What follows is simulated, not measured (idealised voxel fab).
The document below concerns the process module designated voxel capacitor over wiring.
FYI the section here is cut, 220 nm wide, cells are 5 nm squares.
Cross-section, as written here: a square-cell grid given band by band from the top down, where a band holds one or more rows of cells.
Band entry format. Leading values: height of top, height of bottom, nm. Remainder: materials in left-to-right order, each with its width in nm. Special words: "everywhere" on a single material, which then fills the band edge to edge; "blank", empty space.
Beneath 0, the wafer as received is one material, and that level is where height counting begins. The lowest band goes on downward without a bottom; it is written like "from 0 down".
Width: "30->40" (first number = top row, second number = bottom row, same change from row to row of cells).
Any step labelled "remained unchanged" changed none of the cells in the cross-section.
Empty spaces counting at least 8 cells and having no open way to the top are listed in "Closed void roster". The notation width x height at distance is used for each, the distance being from the left edge and all three values in nm.
Heads up: the bit after the settings on a step's line is the simulator's remark on that step.
overlay nm, on a step with a mask: how far to the right of its planned place the mask lay; to the left if negative
**plan**
1) RECEIVE, material Si
2) CONFORMAL_DEP, material SiO2, thk nm 15
3) CONFORMAL_DEP, material SiN, thk nm 5
4) DIRECTIONAL_DEP, material SiO2, thk nm 15
5) DIRECTIONAL_DEP, material aC, thk nm 10
6) PATTERN, tone open, mask id METAL_1, material resist, width nm 25, pitch nm 95, thk nm 30, overlay nm 0
7) DIRECTIONAL_ETCH, etch materials aC, depth nm 10
8) STRIP, etch materials resist
9) DIRECTIONAL_ETCH, etch materials SiO2, depth nm 15
10) DIRECTIONAL_ETCH, etch materials SiN, depth nm 5
11) STRIP, etch materials aC
12) CONFORMAL_DEP, material TiN, thk nm 5
13) FILL_DEP, material W, thk nm 10
14) CMP, height nm 35
15) CONFORMAL_DEP, material SiCN, thk nm 5
16) DIRECTIONAL_DEP, material lowk, thk nm 15
17) MASKED_ETCH, tone open, mask id PLUG_1, width nm 15, etch materials lowk, depth nm 15, overlay nm 0
18) MASKED_ETCH, tone open, mask id PLUG_1, width nm 15, etch materials SiCN, depth nm 5, overlay nm 0
19) EPI, material Ru, thk nm 10
20) EPI, material Ru, thk nm 10
21) DIRECTIONAL_DEP, material TiN, thk nm 5
22) DIRECTIONAL_DEP, material HfO2, thk nm 5
23) DIRECTIONAL_DEP, material TiN, thk nm 5
24) DIRECTIONAL_DEP, material aC, thk nm 10
25) PATTERN, tone cover, mask id UPPER_PLATE, material resist, width nm 75, thk nm 30, overlay nm 0
26) DIRECTIONAL_ETCH, etch materials aC, depth nm 10
27) STRIP, etch materials resist
28) DIRECTIONAL_ETCH, etch materials TiN, depth nm 5
29) DIRECTIONAL_ETCH, etch materials HfO2, depth nm 5
30) STRIP, etch materials aC
31) PATTERN, tone cover, mask id LOWER_PLATE, material resist, width nm 85, thk nm 15, overlay nm 0
32) DIRECTIONAL_ETCH, etch materials TiN, depth nm 5
33) STRIP, etch materials resist
34) FILL_DEP, material SiO2, thk nm 20
35) CMP, height nm 85
36) DIRECTIONAL_DEP, material aC, thk nm 10
37) PATTERN, tone open, mask id PLUG_2, material resist, width nm 15, thk nm 30, overlay nm 0
38) DIRECTIONAL_ETCH, etch materials aC, depth nm 10
39) STRIP, etch materials resist
40) DIRECTIONAL_ETCH, etch materials SiO2, depth nm 15
41) STRIP, etch materials aC
42) CONFORMAL_DEP, material TiN, thk nm 5
43) FILL_DEP, material Cu, thk nm 10
44) CMP, height nm 85
45) CONFORMAL_DEP, material SiCN, thk nm 5
**Shown in cross-section is the wafer as received, that is, as it stands after step 1**
	from 0 down  Si everywhere
	Closed void roster: none
**Run as planned - first of the two wafers cross-sectioned at the end of the module**
	from 90 to 85  SiCN everywhere
	from 85 to 75  70 SiO2 | 5 TiN | 5 Cu | 5 TiN | 135 SiO2
	from 75 to 65  70->60 SiO2 | 15->75 TiN | 135->85 SiO2
	from 65 to 60  60 SiO2 | 75 HfO2 | 85 SiO2
	from 60 to 55  55 SiO2 | 85 TiN | 80 SiO2
	from 55 to 40  60 lowk | 15 Ru | 145 lowk
	from 40 to 35  60 SiCN | 15 Ru | 145 SiCN
	from 35 to 20  50 SiO2 | 5 TiN | 15 W | 5 TiN | 70 SiO2 | 5 TiN | 15 W | 5 TiN | 50 SiO2
	from 20 to 15  50 SiN | 25 TiN | 70 SiN | 25 TiN | 50 SiN
	from 15 to 0  SiO2 everywhere
	from 0 down  Si everywhere
	Closed void roster: none
**Second of two wafers, module complete, sectioned: it shares the first wafer's start and plan but was run with one mistake**
	from 90 to 85  SiCN everywhere
	from 85 to 75  70 SiO2 | 5 TiN | 5 Cu | 5 TiN | 135 SiO2
	from 75 to 65  70->60 SiO2 | 15->75 TiN | 135->85 SiO2
	from 65 to 60  60 SiO2 | 75 HfO2 | 85 SiO2
	from 60 to 55  55 SiO2 | 85 TiN | 80 SiO2
	from 55 to 40  60 lowk | 20 Ru | 140 lowk
	from 40 to 35  60 SiCN | 15 Ru | 145 SiCN
	from 35 to 20  50 SiO2 | 5 TiN | 15 W | 5 TiN | 70 SiO2 | 5 TiN | 15 W | 5 TiN | 50 SiO2
	from 20 to 15  50 SiN | 25 TiN | 70 SiN | 25 TiN | 50 SiN
	from 15 to 0  SiO2 everywhere
	from 0 down  Si everywhere
	Closed void roster: none
Error vs. plan: step 17: run off-plan, actual operation and settings MASKED_ETCH, tone open, mask id PLUG_1, width nm 20, etch materials lowk, depth nm 15, overlay nm 0
Cell-count delta at end, second wafer over first, by material: Ru: 3 more | lowk: 3 fewer
